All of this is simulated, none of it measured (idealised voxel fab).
process module | voxel ribs on slabs
cross-section cut | 200 nm wide | cells 5 nm
A cross-section is a grid of square cells, given in bands from the top down. A band is one or more rows of cells.
Each band's line starts with the height of the band's top and of its bottom, in nm. Then come its materials from left to right, each with its width in nm. One material with "throughout" fills the band from edge to edge. "air" is empty space.
Height 0 is the level under which the wafer as received is all one material. The lowest band goes on downwards, as in "0 down".
A width such as "30 to 40" changes by the same amount from each row of cells to the next, from the band's top row to its bottom row.
"no change" after a step means that no cell of the cross-section changed.
closed voids: empty space of 8 cells or more with no open way to the top, each as width x height at its distance from the left edge, in nm
after a step's settings: what the simulator itself notes on the step
overlay nm, on a step with a mask: how far to the right of its planned place the mask lay; to the left if negative
plan
1 op RECEIVE | material Si
2 op DIRECTIONAL_DEP | material SiO2 | thk nm 20
3 op DIRECTIONAL_DEP | material SiN | thk nm 20
4 op DIRECTIONAL_DEP | material aC | thk nm 10
5 op PATTERN | tone cover | mask id RIB | material resist | width nm 20 | thk nm 25 | overlay nm 0
6 op DIRECTIONAL_ETCH | etch materials aC | depth nm 10
7 op STRIP | etch materials resist
8 op DIRECTIONAL_ETCH | etch materials SiN | depth nm 10
9 op STRIP | etch materials aC
10 op DIRECTIONAL_DEP | material aC | thk nm 15
11 op PATTERN | tone cover | mask id SLAB | material resist | width nm 50 | thk nm 30 | overlay nm 0
12 op DIRECTIONAL_ETCH | etch materials aC | depth nm 15
13 op STRIP | etch materials resist
14 op DIRECTIONAL_ETCH | etch materials SiN | depth nm 10
15 op STRIP | etch materials aC
16 op FILL_DEP | material SiO2 | thk nm 30
17 op CMP | height nm 60
18 op DIRECTIONAL_DEP | material TiN | thk nm 5
19 op MASKED_ETCH | tone cover | mask id HEATER | width nm 30 | etch materials TiN | depth nm 5 | overlay nm 0
20 op CONFORMAL_DEP | material SiN | thk nm 5
as received, after step 1
  0 down: Si throughout
  closed voids: none
first wafer at the end, as planned
  70 to 65: air 80 | SiN 40 | air 80
  65 to 60: SiN 85 | TiN 30 | SiN 85
  60 to 40: SiO2 throughout
  40 to 30: SiO2 90 | SiN 20 | SiO2 90
  30 to 20: SiO2 75 | SiN 50 | SiO2 75
  20 to 0: SiO2 throughout
  0 down: Si throughout
  closed voids: none
second wafer at the end: like start, like plan, one mistake
  70 to 65: air 80 | SiN 40 | air 80
  65 to 60: SiN 85 | TiN 30 | SiN 85
  60 to 20: SiO2 throughout
  20 to 0: SiN throughout
  0 down: Si throughout
  closed voids: none
what went wrong: steps 2 and 3 were swapped
at the end the second wafer has, in cells: 132 more of SiN | 132 fewer of SiO2
